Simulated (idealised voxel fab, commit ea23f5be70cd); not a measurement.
Proc. module: voxel ribs on slabs
Displayed cross-section: cut, width of 265 nm, square cells sized 5 nm.
In what follows, cross-sections appear as grids of square cells, described through bands that run from the top down, where every band is one or more rows of cells. Top, bottom (nm), then materials left to right with widths (nm); lone material tagged "edge to edge" fills the whole band edge to edge; "blank" = empty space. Height datum 0, below which the as-received substrate wafer is one material. Lowest band open at the bottom, running downward: "0 and below". Width "30->40": first value at the band's top row of cells, second value at its bottom row, equal change from row to row. Step note "no change occurred" = no cross-section cell changed. The list in "Unvented cavities" covers empty spaces of 8 cells or more that cannot reach the top through any open way, and it gives each as width x height at distance; the distance is from the left edge, and width, height and distance are in nm. Step line, after settings: the simulator's comment on this step. overlay nm: step with mask; distance mask lay right of planned place; negative value = left of planned place.

# Process steps foreseen in the plan
1) RECEIVE with material Si
2) DIRECTIONAL_DEP with material SiO2, thk nm 20
3) DIRECTIONAL_DEP with material SiN, thk nm 25
4) PATTERN with tone cover, mask id RIB, material resist, width nm 15, thk nm 15, overlay nm 0
5) DIRECTIONAL_ETCH with etch materials SiN, depth nm 15
6) STRIP with etch materials resist
7) MASKED_ETCH with tone cover, mask id SLAB, width nm 65, etch materials SiN, depth nm 10, overlay nm 0
8) FILL_DEP with material SiO2, thk nm 30
9) CMP with height nm 65
10) DIRECTIONAL_DEP with material W, thk nm 5
11) DIRECTIONAL_DEP with material aC, thk nm 10
12) PATTERN with tone cover, mask id HEATER, material resist, width nm 25, thk nm 25, overlay nm 0
13) DIRECTIONAL_ETCH with etch materials aC, depth nm 10
14) STRIP with etch materials resist
15) DIRECTIONAL_ETCH with etch materials W, depth nm 5
16) STRIP with etch materials aC
17) CONFORMAL_DEP with material SiN, thk nm 10

# As-received wafer cross-section (after step 1)
0 and below | Si edge to edge
Unvented cavities: none

# Here's the cross-section of the first of our two wafers at the end of the module - it ran as planned
80 down to 75 | blank 110 nm, SiN 45 nm, blank 110 nm
75 down to 70 | SiN edge to edge
70 down to 65 | SiN 120 nm, W 25 nm, SiN 120 nm
65 down to 45 | SiO2 edge to edge
45 down to 30 | SiO2 125 nm, SiN 15 nm, SiO2 125 nm
30 down to 20 | SiO2 100 nm, SiN 65 nm, SiO2 100 nm
20 down to 0 | SiO2 edge to edge
0 and below | Si edge to edge
Unvented cavities: none

# Cross-section, second wafer: same start as the first, same plan as the first, one mistake in running it; taken at the end of the module
80 down to 75 | blank 115 nm, SiN 35 nm, blank 115 nm
75 down to 70 | SiN edge to edge
70 down to 65 | SiN 125 nm, W 15 nm, SiN 125 nm
65 down to 45 | SiO2 edge to edge
45 down to 30 | SiO2 125 nm, SiN 15 nm, SiO2 125 nm
30 down to 20 | SiO2 100 nm, SiN 65 nm, SiO2 100 nm
20 down to 0 | SiO2 edge to edge
0 and below | Si edge to edge
Unvented cavities: none
It is concluded that the wafer was processed incorrectly with respect to the plan, in that not per plan at step 12, really ran PATTERN with tone cover, mask id HEATER, material resist, width nm 15, thk nm 25, overlay nm 0
Final tally in cells, some materials are higher or lower on the second wafer than on the first: W -2
